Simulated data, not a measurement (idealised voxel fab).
Proc. module: voxel wiring stack
285 nm wide, 5 nm square cells: that's cross-section cut.
How to read a cross-section here: the picture is a grid of square cells, written as bands going from the top down, and any band can span one or more rows of cells. Within each band entry, the heights of the top and of the bottom of the band appear first, in that order and in nm; the materials of the band then follow from left to right, each with its corresponding width in nm. The designation "edge to edge" on a single material indicates that it fills the band from edge to edge; the designation "air" indicates empty space. We count height from 0. Below that, the starting wafer is all one material. The lowest band never ends at the bottom but goes on down; see "top 0, no bottom" for how that is written. The expression "30->40" gives the width at the extremes of the band, the first number at its top row of cells and the second at its bottom row, with the width changing by equal amounts from each row to the next in between. For the purposes of this document, the phrase "remains unaltered" attached to a step denotes that no cell within the cross-section was modified by that step. Listed in "Internal closed voids": every empty space of 8 or more cells without an open way to the top. Form: width x height at distance, the distance being from the left edge, all in nm. Anything after a step's settings on that line? It's the simulator's own note about the step. overlay nm: mask offset rightward from planned place, masked step; negative means leftward offset. Structure of the following material. The material consists of pairs of cross-sections. Each pair comprises the cross-section before one process step and the cross-section after that step, the latter shown only down to the lowest band that changed. The step between the cross-sections is specified beneath each pair, including its settings. Pairs are not necessarily consecutive: they may derive from different runs of this module performed on the same starting wafer. Continuity with the pair above is to be assumed only where the entry headed "Before step" of the pair in question states it.

# Before step
- top 0, no bottom  Si edge to edge
- Internal closed voids: none

# State After Step
- top 15, bottom 0  SiO2 edge to edge
- For the remainder of the cross-section, below 0, there is no change.
- Internal closed voids: none
What process step lies between the two cross-sections above? op CONFORMAL_DEP | material SiO2 | thk nm 15

Before step: same picture as after in the pair right above, so we don't repeat it.

# State After Step
- top 20, bottom 15  TiN edge to edge
- For the remainder of the cross-section, below 15, there is no change.
- Internal closed voids: none
What process step lies between the two cross-sections above? op DIRECTIONAL_DEP | material TiN | thk nm 5

Before step: same picture as after in the pair right above, so we don't repeat it.

# State After Step
- top 35, bottom 20  Ru edge to edge
- For the remainder of the cross-section, below 20, there is no change.
- Internal closed voids: none
What process step lies between the two cross-sections above? op DIRECTIONAL_DEP | material Ru | thk nm 15

Before step: same picture as after in the pair right above, so we don't repeat it.

# State After Step
- top 35, bottom 20  70 of air, 20 of Ru, 20 of air, 20 of Ru, 20 of air, 20 of Ru, 20 of air, 20 of Ru, 75 of air
- For the remainder of the cross-section, below 20, there is no change.
- Internal closed voids: none
What process step lies between the two cross-sections above? op MASKED_ETCH | tone cover | mask id METAL_1 | width nm 20 | pitch nm 40 | etch materials Ru | depth nm 15 | overlay nm 0

Before step: same picture as after in the pair right above, so we don't repeat it.

# State After Step
- top 35, bottom 20  70 of air, 20 of Ru, 20 of air, 20 of Ru, 20 of air, 20 of Ru, 20 of air, 20 of Ru, 75 of air
- top 20, bottom 15  70 of air, 20 of TiN, 20 of air, 20 of TiN, 20 of air, 20 of TiN, 20 of air, 20 of TiN, 75 of air
- For the remainder of the cross-section, below 15, there is no change.
- Internal closed voids: none
What process step lies between the two cross-sections above? op MASKED_ETCH | tone cover | mask id METAL_1 | width nm 20 | pitch nm 40 | etch materials TiN | depth nm 5 | overlay nm 0

Before step: same picture as after in the pair right above, so we don't repeat it.

# State After Step
- top 40, bottom 35  65 of air, 30 of SiN, 10 of air, 30 of SiN, 10 of air, 30 of SiN, 10 of air, 30 of SiN, 70 of air
- top 35, bottom 20  65 of air, 5 of SiN, 20 of Ru, 5 of SiN, 10 of air, 5 of SiN, 20 of Ru, 5 of SiN, 10 of air, 5 of SiN, 20 of Ru, 5 of SiN, 10 of air, 5 of SiN, 20 of Ru, 5 of SiN, 70 of air
- top 20, bottom 15  70 of SiN, 20 of TiN, 20 of SiN, 20 of TiN, 20 of SiN, 20 of TiN, 20 of SiN, 20 of TiN, 75 of SiN
- For the remainder of the cross-section, below 15, there is no change.
- Internal closed voids: none
What process step lies between the two cross-sections above? op CONFORMAL_DEP | material SiN | thk nm 5

Before step: same picture as after in the pair right above, so we don't repeat it.

# State After Step
- top 45, bottom 40  SiO2 edge to edge
- top 40, bottom 35  65 of SiO2, 30 of SiN, 10 of SiO2, 30 of SiN, 10 of SiO2, 30 of SiN, 10 of SiO2, 30 of SiN, 70 of SiO2
- top 35, bottom 20  65 of SiO2, 5 of SiN, 20 of Ru, 5 of SiN, 10 of SiO2, 5 of SiN, 20 of Ru, 5 of SiN, 10 of SiO2, 5 of SiN, 20 of Ru, 5 of SiN, 10 of SiO2, 5 of SiN, 20 of Ru, 5 of SiN, 70 of SiO2
- For the remainder of the cross-section, below 20, there is no change.
- Internal closed voids: none
What process step lies between the two cross-sections above? op FILL_DEP | material SiO2 | thk nm 5

Before step: same picture as after in the pair right above, so we don't repeat it.

# State After Step
- top 35, bottom 20  65 of SiO2, 5 of SiN, 20 of Ru, 5 of SiN, 10 of SiO2, 5 of SiN, 20 of Ru, 5 of SiN, 10 of SiO2, 5 of SiN, 20 of Ru, 5 of SiN, 10 of SiO2, 5 of SiN, 20 of Ru, 5 of SiN, 70 of SiO2
- For the remainder of the cross-section, below 20, there is no change.
- Internal closed voids: none
What process step lies between the two cross-sections above? op CMP | height nm 35

Before step: same picture as after in the pair right above, so we don't repeat it.

# State After Step
- top 40, bottom 35  SiCN edge to edge
- For the remainder of the cross-section, below 35, there is no change.
- Internal closed voids: none
What process step lies between the two cross-sections above? op CONFORMAL_DEP | material SiCN | thk nm 5

Before step: same picture as after in the pair right above, so we don't repeat it.

# State After Step
- top 70, bottom 40  SiO2 edge to edge
- For the remainder of the cross-section, below 40, there is no change.
- Internal closed voids: none
What process step lies between the two cross-sections above? op DIRECTIONAL_DEP | material SiO2 | thk nm 30

Before step: same picture as after in the pair right above, so we don't repeat it.

# State After Step
- top 70, bottom 50  70 of SiO2, 20 of air, 20 of SiO2, 20 of air, 20 of SiO2, 20 of air, 20 of SiO2, 20 of air, 75 of SiO2
- For the remainder of the cross-section, below 50, there is no change.
- Internal closed voids: none
What process step lies between the two cross-sections above? op MASKED_ETCH | tone open | mask id METAL_2 | width nm 20 | pitch nm 40 | etch materials SiO2 | depth nm 20 | overlay nm 0

Before step: same picture as after in the pair right above, so we don't repeat it.

# State After Step
- top 70, bottom 50  70 of SiO2, 20 of air, 20 of SiO2, 20 of air, 20 of SiO2, 20 of air, 20 of SiO2, 20 of air, 75 of SiO2
- top 50, bottom 40  70 of SiO2, 15 of air, 25 of SiO2, 15 of air, 25 of SiO2, 15 of air, 25 of SiO2, 15 of air, 80 of SiO2
- For the remainder of the cross-section, below 40, there is no change.
- Internal closed voids: none
What process step lies between the two cross-sections above? op MASKED_ETCH | tone open | mask id METAL_2_HOLES | width nm 15 | pitch nm 40 | etch materials SiO2 | depth nm 10 | overlay nm 0

Before step: same picture as after in the pair right above, so we don't repeat it.

# State After Step
- top 70, bottom 50  70 of SiO2, 20 of air, 20 of SiO2, 20 of air, 20 of SiO2, 20 of air, 20 of SiO2, 20 of air, 75 of SiO2
- top 50, bottom 40  70 of SiO2, 15 of air, 25 of SiO2, 15 of air, 25 of SiO2, 15 of air, 25 of SiO2, 15 of air, 80 of SiO2
- top 40, bottom 35  70 of SiCN, 15 of air, 25 of SiCN, 15 of air, 25 of SiCN, 15 of air, 25 of SiCN, 15 of air, 80 of SiCN
- For the remainder of the cross-section, below 35, there is no change.
- Internal closed voids: none
What process step lies between the two cross-sections above? op MASKED_ETCH | tone open | mask id METAL_2_HOLES | width nm 15 | pitch nm 40 | etch materials SiCN | depth nm 5 | overlay nm 0

Before step: same picture as after in the pair right above, so we don't repeat it.

# State After Step
- top 75, bottom 70  75 of TiN, 10 of air, 30 of TiN, 10 of air, 30 of TiN, 10 of air, 30 of TiN, 10 of air, 80 of TiN
- top 70, bottom 55  70 of SiO2, 5 of TiN, 10 of air, 5 of TiN, 20 of SiO2, 5 of TiN, 10 of air, 5 of TiN, 20 of SiO2, 5 of TiN, 10 of air, 5 of TiN, 20 of SiO2, 5 of TiN, 10 of air, 5 of TiN, 75 of SiO2
- top 55, bottom 50  70 of SiO2, 5 of TiN, 5 of air, 10 of TiN, 20 of SiO2, 5 of TiN, 5 of air, 10 of TiN, 20 of SiO2, 5 of TiN, 5 of air, 10 of TiN, 20 of SiO2, 5 of TiN, 5 of air, 10 of TiN, 75 of SiO2
- top 50, bottom 40  70 of SiO2, 5 of TiN, 5 of air, 5 of TiN, 25 of SiO2, 5 of TiN, 5 of air, 5 of TiN, 25 of SiO2, 5 of TiN, 5 of air, 5 of TiN, 25 of SiO2, 5 of TiN, 5 of air, 5 of TiN, 80 of SiO2
- top 40, bottom 35  70 of SiCN, 15 of TiN, 25 of SiCN, 15 of TiN, 25 of SiCN, 15 of TiN, 25 of SiCN, 15 of TiN, 80 of SiCN
- For the remainder of the cross-section, below 35, there is no change.
- Internal closed voids: none
What process step lies between the two cross-sections above? op CONFORMAL_DEP | material TiN | thk nm 5

Before step: same picture as after in the pair right above, so we don't repeat it.

# State After Step
- top 85, bottom 75  Ru edge to edge
- top 75, bottom 70  75 of TiN, 10 of Ru, 30 of TiN, 10 of Ru, 30 of TiN, 10 of Ru, 30 of TiN, 10 of Ru, 80 of TiN
- top 70, bottom 55  70 of SiO2, 5 of TiN, 10 of Ru, 5 of TiN, 20 of SiO2, 5 of TiN, 10 of Ru, 5 of TiN, 20 of SiO2, 5 of TiN, 10 of Ru, 5 of TiN, 20 of SiO2, 5 of TiN, 10 of Ru, 5 of TiN, 75 of SiO2
- top 55, bottom 50  70 of SiO2, 5 of TiN, 5 of Ru, 10 of TiN, 20 of SiO2, 5 of TiN, 5 of Ru, 10 of TiN, 20 of SiO2, 5 of TiN, 5 of Ru, 10 of TiN, 20 of SiO2, 5 of TiN, 5 of Ru, 10 of TiN, 75 of SiO2
- top 50, bottom 40  70 of SiO2, 5 of TiN, 5 of Ru, 5 of TiN, 25 of SiO2, 5 of TiN, 5 of Ru, 5 of TiN, 25 of SiO2, 5 of TiN, 5 of Ru, 5 of TiN, 25 of SiO2, 5 of TiN, 5 of Ru, 5 of TiN, 80 of SiO2
- For the remainder of the cross-section, below 40, there is no change.
- Internal closed voids: none
What process step lies between the two cross-sections above? op FILL_DEP | material Ru | thk nm 10

Before step: same picture as after in the pair right above, so we don't repeat it.

# State After Step
- top 70, bottom 55  70 of SiO2, 5 of TiN, 10 of Ru, 5 of TiN, 20 of SiO2, 5 of TiN, 10 of Ru, 5 of TiN, 20 of SiO2, 5 of TiN, 10 of Ru, 5 of TiN, 20 of SiO2, 5 of TiN, 10 of Ru, 5 of TiN, 75 of SiO2
- For the remainder of the cross-section, below 55, there is no change.
- Internal closed voids: none
What process step lies between the two cross-sections above? op CMP | height nm 70

Before step: same picture as after in the pair right above, so we don't repeat it.

# State After Step
- top 75, bottom 70  SiCN edge to edge
- For the remainder of the cross-section, below 70, there is no change.
- Internal closed voids: none
What process step lies between the two cross-sections above? op CONFORMAL_DEP | material SiCN | thk nm 5

# Before step
- top 85, bottom 75  Ru edge to edge
- top 75, bottom 70  75 of TiN, 10 of Ru, 30 of TiN, 10 of Ru, 30 of TiN, 10 of Ru, 30 of TiN, 10 of Ru, 80 of TiN
- top 70, bottom 55  70 of SiO2, 5 of TiN, 10 of Ru, 5 of TiN, 20 of SiO2, 5 of TiN, 10 of Ru, 5 of TiN, 20 of SiO2, 5 of TiN, 10 of Ru, 5 of TiN, 20 of SiO2, 5 of TiN, 10 of Ru, 5 of TiN, 75 of SiO2
- top 55, bottom 50  70 of SiO2, 5 of TiN, 5 of Ru, 10 of TiN, 20 of SiO2, 5 of TiN, 5 of Ru, 10 of TiN, 20 of SiO2, 5 of TiN, 5 of Ru, 10 of TiN, 20 of SiO2, 5 of TiN, 5 of Ru, 10 of TiN, 75 of SiO2
- top 50, bottom 40  70 of SiO2, 5 of TiN, 5 of Ru, 5 of TiN, 25 of SiO2, 5 of TiN, 5 of Ru, 5 of TiN, 25 of SiO2, 5 of TiN, 5 of Ru, 5 of TiN, 25 of SiO2, 5 of TiN, 5 of Ru, 5 of TiN, 80 of SiO2
- top 40, bottom 35  70 of SiCN, 15 of TiN, 25 of SiCN, 15 of TiN, 25 of SiCN, 15 of TiN, 25 of SiCN, 15 of TiN, 80 of SiCN
- top 35, bottom 20  65 of SiO2, 5 of SiN, 20 of Ru, 5 of SiN, 10 of SiO2, 5 of SiN, 20 of Ru, 5 of SiN, 10 of SiO2, 5 of SiN, 20 of Ru, 5 of SiN, 10 of SiO2, 5 of SiN, 20 of Ru, 5 of SiN, 70 of SiO2
- top 20, bottom 15  70 of SiN, 20 of TiN, 20 of SiN, 20 of TiN, 20 of SiN, 20 of TiN, 20 of SiN, 20 of TiN, 75 of SiN
- top 15, bottom 0  SiO2 edge to edge
- top 0, no bottom  Si edge to edge
- Internal closed voids: none

# State After Step
- top 90, bottom 85  SiCN edge to edge
- For the remainder of the cross-section, below 85, there is no change.
- Internal closed voids: none
What process step lies between the two cross-sections above? op CONFORMAL_DEP | material SiCN | thk nm 5

# Before step
- top 70, bottom 40  SiO2 edge to edge
- top 40, bottom 35  SiCN edge to edge
- top 35, bottom 20  65 of SiO2, 5 of SiN, 20 of Ru, 5 of SiN, 10 of SiO2, 5 of SiN, 20 of Ru, 5 of SiN, 10 of SiO2, 5 of SiN, 20 of Ru, 5 of SiN, 10 of SiO2, 5 of SiN, 20 of Ru, 5 of SiN, 70 of SiO2
- top 20, bottom 15  70 of SiN, 20 of TiN, 20 of SiN, 20 of TiN, 20 of SiN, 20 of TiN, 20 of SiN, 20 of TiN, 75 of SiN
- top 15, bottom 0  SiO2 edge to edge
- top 0, no bottom  Si edge to edge
- Internal closed voids: none

# State After Step
- top 100, bottom 40  SiO2 edge to edge
- For the remainder of the cross-section, below 40, there is no change.
- Internal closed voids: none
What process step lies between the two cross-sections above? op DIRECTIONAL_DEP | material SiO2 | thk nm 30

Before step: same picture as after in the pair right above, so we don't repeat it.

# State After Step
- top 100, bottom 80  70 of SiO2, 20 of air, 20 of SiO2, 20 of air, 20 of SiO2, 20 of air, 20 of SiO2, 20 of air, 75 of SiO2
- For the remainder of the cross-section, below 80, there is no change.
- Internal closed voids: none
What process step lies between the two cross-sections above? op MASKED_ETCH | tone open | mask id METAL_2 | width nm 20 | pitch nm 40 | etch materials SiO2 | depth nm 20 | overlay nm 0

Before step: same picture as after in the pair right above, so we don't repeat it.

# State After Step
- top 100, bottom 80  70 of SiO2, 20 of air, 20 of SiO2, 20 of air, 20 of SiO2, 20 of air, 20 of SiO2, 20 of air, 75 of SiO2
- top 80, bottom 70  70 of SiO2, 15 of air, 25 of SiO2, 15 of air, 25 of SiO2, 15 of air, 25 of SiO2, 15 of air, 80 of SiO2
- For the remainder of the cross-section, below 70, there is no change.
- Internal closed voids: none
What process step lies between the two cross-sections above? op MASKED_ETCH | tone open | mask id METAL_2_HOLES | width nm 15 | pitch nm 40 | etch materials SiO2 | depth nm 10 | overlay nm 0

Before step: same picture as after in the pair right above, so we don't repeat it.

# State After Step
- top 105, bottom 100  75 of TiN, 10 of air, 30 of TiN, 10 of air, 30 of TiN, 10 of air, 30 of TiN, 10 of air, 80 of TiN
- top 100, bottom 85  70 of SiO2, 5 of TiN, 10 of air, 5 of TiN, 20 of SiO2, 5 of TiN, 10 of air, 5 of TiN, 20 of SiO2, 5 of TiN, 10 of air, 5 of TiN, 20 of SiO2, 5 of TiN, 10 of air, 5 of TiN, 75 of SiO2
- top 85, bottom 75  70 of SiO2, 5 of TiN, 5 of air, 10->5 of TiN, 20->25 of SiO2, 5 of TiN, 5 of air, 10->5 of TiN, 20->25 of SiO2, 5 of TiN, 5 of air, 10->5 of TiN, 20->25 of SiO2, 5 of TiN, 5 of air, 10->5 of TiN, 75->80 of SiO2
- top 75, bottom 70  70 of SiO2, 15 of TiN, 25 of SiO2, 15 of TiN, 25 of SiO2, 15 of TiN, 25 of SiO2, 15 of TiN, 80 of SiO2
- For the remainder of the cross-section, below 70, there is no change.
- Internal closed voids: none
What process step lies between the two cross-sections above? op CONFORMAL_DEP | material TiN | thk nm 5

Before step: same picture as after in the pair right above, so we don't repeat it.

# State After Step
- top 115, bottom 105  Ru edge to edge
- top 105, bottom 100  75 of TiN, 10 of Ru, 30 of TiN, 10 of Ru, 30 of TiN, 10 of Ru, 30 of TiN, 10 of Ru, 80 of TiN
- top 100, bottom 85  70 of SiO2, 5 of TiN, 10 of Ru, 5 of TiN, 20 of SiO2, 5 of TiN, 10 of Ru, 5 of TiN, 20 of SiO2, 5 of TiN, 10 of Ru, 5 of TiN, 20 of SiO2, 5 of TiN, 10 of Ru, 5 of TiN, 75 of SiO2
- top 85, bottom 75  70 of SiO2, 5 of TiN, 5 of Ru, 10->5 of TiN, 20->25 of SiO2, 5 of TiN, 5 of Ru, 10->5 of TiN, 20->25 of SiO2, 5 of TiN, 5 of Ru, 10->5 of TiN, 20->25 of SiO2, 5 of TiN, 5 of Ru, 10->5 of TiN, 75->80 of SiO2
- For the remainder of the cross-section, below 75, there is no change.
- Internal closed voids: none
What process step lies between the two cross-sections above? op FILL_DEP | material Ru | thk nm 10

Before step: same picture as after in the pair right above, so we don't repeat it.

# State After Step
- top 70, bottom 40  SiO2 edge to edge
- For the remainder of the cross-section, below 40, there is no change.
- Internal closed voids: none
What process step lies between the two cross-sections above? op CMP | height nm 70

Before step: same picture as after in the pair right above, so we don't repeat it.

# State After Step
- top 75, bottom 70  SiCN edge to edge
- For the remainder of the cross-section, below 70, there is no change.
- Internal closed voids: none
What process step lies between the two cross-sections above? op CONFORMAL_DEP | material SiCN | thk nm 5

# Before step
- top 35, bottom 20  65 of SiO2, 5 of SiN, 20 of Ru, 5 of SiN, 10 of SiO2, 5 of SiN, 20 of Ru, 5 of SiN, 10 of SiO2, 5 of SiN, 20 of Ru, 5 of SiN, 10 of SiO2, 5 of SiN, 20 of Ru, 5 of SiN, 70 of SiO2
- top 20, bottom 15  70 of SiN, 20 of TiN, 20 of SiN, 20 of TiN, 20 of SiN, 20 of TiN, 20 of SiN, 20 of TiN, 75 of SiN
- top 15, bottom 0  SiO2 edge to edge
- top 0, no bottom  Si edge to edge
- Internal closed voids: none

# State After Step
- top 65, bottom 35  SiO2 edge to edge
- For the remainder of the cross-section, below 35, there is no change.
- Internal closed voids: none
What process step lies between the two cross-sections above? op DIRECTIONAL_DEP | material SiO2 | thk nm 30

Before step: same picture as after in the pair right above, so we don't repeat it.

# State After Step
- top 70, bottom 65  SiCN edge to edge
- For the remainder of the cross-section, below 65, there is no change.
- Internal closed voids: none
What process step lies between the two cross-sections above? op CONFORMAL_DEP | material SiCN | thk nm 5

Before step: same picture as after in the pair right above, so we don't repeat it.

# State After Step
- top 70, bottom 65  70 of SiCN, 15 of air, 25 of SiCN, 15 of air, 25 of SiCN, 15 of air, 25 of SiCN, 15 of air, 80 of SiCN
- For the remainder of the cross-section, below 65, there is no change.
- Internal closed voids: none
What process step lies between the two cross-sections above? op MASKED_ETCH | tone open | mask id METAL_2_HOLES | width nm 15 | pitch nm 40 | etch materials SiCN | depth nm 5 | overlay nm 0

Before step: same picture as after in the pair right above, so we don't repeat it.

# State After Step
- top 75, bottom 70  75 of TiN, 5 of air, 35 of TiN, 5 of air, 35 of TiN, 5 of air, 35 of TiN, 5 of air, 85 of TiN
- top 70, bottom 65  70 of SiCN, 15 of TiN, 25 of SiCN, 15 of TiN, 25 of SiCN, 15 of TiN, 25 of SiCN, 15 of TiN, 80 of SiCN
- For the remainder of the cross-section, below 65, there is no change.
- Internal closed voids: none
What process step lies between the two cross-sections above? op CONFORMAL_DEP | material TiN | thk nm 5

Before step: same picture as after in the pair right above, so we don't repeat it.

# State After Step
- top 85, bottom 75  Ru edge to edge
- top 75, bottom 70  75 of TiN, 5 of Ru, 35 of TiN, 5 of Ru, 35 of TiN, 5 of Ru, 35 of TiN, 5 of Ru, 85 of TiN
- For the remainder of the cross-section, below 70, there is no change.
- Internal closed voids: none
What process step lies between the two cross-sections above? op FILL_DEP | material Ru | thk nm 10

Before step: same picture as after in the pair right above, so we don't repeat it.

# State After Step
- top 70, bottom 65  70 of SiCN, 15 of TiN, 25 of SiCN, 15 of TiN, 25 of SiCN, 15 of TiN, 25 of SiCN, 15 of TiN, 80 of SiCN
- For the remainder of the cross-section, below 65, there is no change.
- Internal closed voids: none
What process step lies between the two cross-sections above? op CMP | height nm 70

Before step: same picture as after in the pair right above, so we don't repeat it.

# State After Step
- top 75, bottom 70  SiCN edge to edge
- For the remainder of the cross-section, below 70, there is no change.
- Internal closed voids: none
What process step lies between the two cross-sections above? op CONFORMAL_DEP | material SiCN | thk nm 5

# Before step
- top 45, bottom 40  SiO2 edge to edge
- top 40, bottom 35  65 of SiO2, 30 of SiN, 10 of SiO2, 30 of SiN, 10 of SiO2, 30 of SiN, 10 of SiO2, 30 of SiN, 70 of SiO2
- top 35, bottom 20  65 of SiO2, 5 of SiN, 20 of Ru, 5 of SiN, 10 of SiO2, 5 of SiN, 20 of Ru, 5 of SiN, 10 of SiO2, 5 of SiN, 20 of Ru, 5 of SiN, 10 of SiO2, 5 of SiN, 20 of Ru, 5 of SiN, 70 of SiO2
- top 20, bottom 15  70 of SiN, 20 of TiN, 20 of SiN, 20 of TiN, 20 of SiN, 20 of TiN, 20 of SiN, 20 of TiN, 75 of SiN
- top 15, bottom 0  SiO2 edge to edge
- top 0, no bottom  Si edge to edge
- Internal closed voids: none

# State After Step
- top 40, bottom 35  65 of SiO2, 30 of SiN, 10 of SiO2, 30 of SiN, 10 of SiO2, 30 of SiN, 10 of SiO2, 30 of SiN, 70 of SiO2
- For the remainder of the cross-section, below 35, there is no change.
- Internal closed voids: none
What process step lies between the two cross-sections above? op CMP | height nm 40

Before step: same picture as after in the pair right above, so we don't repeat it.

# State After Step
- top 45, bottom 40  SiCN edge to edge
- For the remainder of the cross-section, below 40, there is no change.
- Internal closed voids: none
What process step lies between the two cross-sections above? op CONFORMAL_DEP | material SiCN | thk nm 5

Before step: same picture as after in the pair right above, so we don't repeat it.

# State After Step
- top 75, bottom 45  SiO2 edge to edge
- For the remainder of the cross-section, below 45, there is no change.
- Internal closed voids: none
What process step lies between the two cross-sections above? op DIRECTIONAL_DEP | material SiO2 | thk nm 30

Before step: same picture as after in the pair right above, so we don't repeat it.

# State After Step
- top 75, bottom 55  70 of SiO2, 20 of air, 20 of SiO2, 20 of air, 20 of SiO2, 20 of air, 20 of SiO2, 20 of air, 75 of SiO2
- For the remainder of the cross-section, below 55, there is no change.
- Internal closed voids: none
What process step lies between the two cross-sections above? op MASKED_ETCH | tone open | mask id METAL_2 | width nm 20 | pitch nm 40 | etch materials SiO2 | depth nm 20 | overlay nm 0

Before step: same picture as after in the pair right above, so we don't repeat it.

# State After Step
- top 75, bottom 55  70 of SiO2, 20 of air, 20 of SiO2, 20 of air, 20 of SiO2, 20 of air, 20 of SiO2, 20 of air, 75 of SiO2
- top 55, bottom 45  70 of SiO2, 15 of air, 25 of SiO2, 15 of air, 25 of SiO2, 15 of air, 25 of SiO2, 15 of air, 80 of SiO2
- For the remainder of the cross-section, below 45, there is no change.
- Internal closed voids: none
What process step lies between the two cross-sections above? op MASKED_ETCH | tone open | mask id METAL_2_HOLES | width nm 15 | pitch nm 40 | etch materials SiO2 | depth nm 10 | overlay nm 0

Before step: same picture as after in the pair right above, so we don't repeat it.

# State After Step
- top 75, bottom 55  70 of SiO2, 20 of air, 20 of SiO2, 20 of air, 20 of SiO2, 20 of air, 20 of SiO2, 20 of air, 75 of SiO2
- top 55, bottom 45  70 of SiO2, 15 of air, 25 of SiO2, 15 of air, 25 of SiO2, 15 of air, 25 of SiO2, 15 of air, 80 of SiO2
- top 45, bottom 40  70 of SiCN, 15 of air, 25 of SiCN, 15 of air, 25 of SiCN, 15 of air, 25 of SiCN, 15 of air, 80 of SiCN
- For the remainder of the cross-section, below 40, there is no change.
- Internal closed voids: none
What process step lies between the two cross-sections above? op MASKED_ETCH | tone open | mask id METAL_2_HOLES | width nm 15 | pitch nm 40 | etch materials SiCN | depth nm 5 | overlay nm 0

Before step: same picture as after in the pair right above, so we don't repeat it.

# State After Step
- top 80, bottom 75  75 of TiN, 10 of air, 30 of TiN, 10 of air, 30 of TiN, 10 of air, 30 of TiN, 10 of air, 80 of TiN
- top 75, bottom 60  70 of SiO2, 5 of TiN, 10 of air, 5 of TiN, 20 of SiO2, 5 of TiN, 10 of air, 5 of TiN, 20 of SiO2, 5 of TiN, 10 of air, 5 of TiN, 20 of SiO2, 5 of TiN, 10 of air, 5 of TiN, 75 of SiO2
- top 60, bottom 55  70 of SiO2, 5 of TiN, 5 of air, 10 of TiN, 20 of SiO2, 5 of TiN, 5 of air, 10 of TiN, 20 of SiO2, 5 of TiN, 5 of air, 10 of TiN, 20 of SiO2, 5 of TiN, 5 of air, 10 of TiN, 75 of SiO2
- top 55, bottom 45  70 of SiO2, 5 of TiN, 5 of air, 5 of TiN, 25 of SiO2, 5 of TiN, 5 of air, 5 of TiN, 25 of SiO2, 5 of TiN, 5 of air, 5 of TiN, 25 of SiO2, 5 of TiN, 5 of air, 5 of TiN, 80 of SiO2
- top 45, bottom 40  70 of SiCN, 15 of TiN, 25 of SiCN, 15 of TiN, 25 of SiCN, 15 of TiN, 25 of SiCN, 15 of TiN, 80 of SiCN
- For the remainder of the cross-section, below 40, there is no change.
- Internal closed voids: none
What process step lies between the two cross-sections above? op CONFORMAL_DEP | material TiN | thk nm 5

Before step: same picture as after in the pair right above, so we don't repeat it.

# State After Step
- top 90, bottom 80  Ru edge to edge
- top 80, bottom 75  75 of TiN, 10 of Ru, 30 of TiN, 10 of Ru, 30 of TiN, 10 of Ru, 30 of TiN, 10 of Ru, 80 of TiN
- top 75, bottom 60  70 of SiO2, 5 of TiN, 10 of Ru, 5 of TiN, 20 of SiO2, 5 of TiN, 10 of Ru, 5 of TiN, 20 of SiO2, 5 of TiN, 10 of Ru, 5 of TiN, 20 of SiO2, 5 of TiN, 10 of Ru, 5 of TiN, 75 of SiO2
- top 60, bottom 55  70 of SiO2, 5 of TiN, 5 of Ru, 10 of TiN, 20 of SiO2, 5 of TiN, 5 of Ru, 10 of TiN, 20 of SiO2, 5 of TiN, 5 of Ru, 10 of TiN, 20 of SiO2, 5 of TiN, 5 of Ru, 10 of TiN, 75 of SiO2
- top 55, bottom 45  70 of SiO2, 5 of TiN, 5 of Ru, 5 of TiN, 25 of SiO2, 5 of TiN, 5 of Ru, 5 of TiN, 25 of SiO2, 5 of TiN, 5 of Ru, 5 of TiN, 25 of SiO2, 5 of TiN, 5 of Ru, 5 of TiN, 80 of SiO2
- For the remainder of the cross-section, below 45, there is no change.
- Internal closed voids: none
What process step lies between the two cross-sections above? op FILL_DEP | material Ru | thk nm 10

Before step: same picture as after in the pair right above, so we don't repeat it.

# State After Step
- top 70, bottom 60  70 of SiO2, 5 of TiN, 10 of Ru, 5 of TiN, 20 of SiO2, 5 of TiN, 10 of Ru, 5 of TiN, 20 of SiO2, 5 of TiN, 10 of Ru, 5 of TiN, 20 of SiO2, 5 of TiN, 10 of Ru, 5 of TiN, 75 of SiO2
- For the remainder of the cross-section, below 60, there is no change.
- Internal closed voids: none
What process step lies between the two cross-sections above? op CMP | height nm 70

Before step: same picture as after in the pair right above, so we don't repeat it.

# State After Step
- top 75, bottom 70  SiCN edge to edge
- For the remainder of the cross-section, below 70, there is no change.
- Internal closed voids: none
What process step lies between the two cross-sections above? op CONFORMAL_DEP | material SiCN | thk nm 5

# Before step
- top 70, bottom 40  SiO2 edge to edge
- top 40, bottom 35  SiCN edge to edge
- top 35, bottom 20  65 of SiO2, 5 of SiN, 20 of Ru, 5 of SiN, 10 of SiO2, 5 of SiN, 20 of Ru, 5 of SiN, 10 of SiO2, 5 of SiN, 20 of Ru, 5 of SiN, 10 of SiO2, 5 of SiN, 20 of Ru, 5 of SiN, 70 of SiO2
- top 20, bottom 15  70 of SiN, 20 of TiN, 20 of SiN, 20 of TiN, 20 of SiN, 20 of TiN, 20 of SiN, 20 of TiN, 75 of SiN
- top 15, bottom 0  SiO2 edge to edge
- top 0, no bottom  Si edge to edge
- Internal closed voids: none

# State After Step
- top 70, bottom 50  75 of SiO2, 15 of air, 25 of SiO2, 15 of air, 25 of SiO2, 15 of air, 25 of SiO2, 15 of air, 75 of SiO2
- For the remainder of the cross-section, below 50, there is no change.
- Internal closed voids: none
What process step lies between the two cross-sections above? op MASKED_ETCH | tone open | mask id METAL_2 | width nm 15 | pitch nm 40 | etch materials SiO2 | depth nm 20 | overlay nm 0

Before step: same picture as after in the pair right above, so we don't repeat it.

# State After Step
- top 70, bottom 60  70 of SiO2, 20 of air, 20 of SiO2, 20 of air, 20 of SiO2, 20 of air, 20 of SiO2, 20 of air, 75 of SiO2
- top 60, bottom 50  75 of SiO2, 15 of air, 25 of SiO2, 15 of air, 25 of SiO2, 15 of air, 25 of SiO2, 15 of air, 75 of SiO2
- top 50, bottom 40  75 of SiO2, 10 of air, 30 of SiO2, 10 of air, 30 of SiO2, 10 of air, 30 of SiO2, 10 of air, 80 of SiO2
- For the remainder of the cross-section, below 40, there is no change.
- Internal closed voids: none
What process step lies between the two cross-sections above? op MASKED_ETCH | tone open | mask id METAL_2_HOLES | width nm 15 | pitch nm 40 | etch materials SiO2 | depth nm 10 | overlay nm 0

Before step: same picture as after in the pair right above, so we don't repeat it.

# State After Step
- top 70, bottom 60  70 of SiO2, 20 of air, 20 of SiO2, 20 of air, 20 of SiO2, 20 of air, 20 of SiO2, 20 of air, 75 of SiO2
- top 60, bottom 50  75 of SiO2, 15 of air, 25 of SiO2, 15 of air, 25 of SiO2, 15 of air, 25 of SiO2, 15 of air, 75 of SiO2
- top 50, bottom 40  75 of SiO2, 10 of air, 30 of SiO2, 10 of air, 30 of SiO2, 10 of air, 30 of SiO2, 10 of air, 80 of SiO2
- top 40, bottom 35  75 of SiCN, 10 of air, 30 of SiCN, 10 of air, 30 of SiCN, 10 of air, 30 of SiCN, 10 of air, 80 of SiCN
- For the remainder of the cross-section, below 35, there is no change.
- Internal closed voids: none
What process step lies between the two cross-sections above? op MASKED_ETCH | tone open | mask id METAL_2_HOLES | width nm 15 | pitch nm 40 | etch materials SiCN | depth nm 5 | overlay nm 0
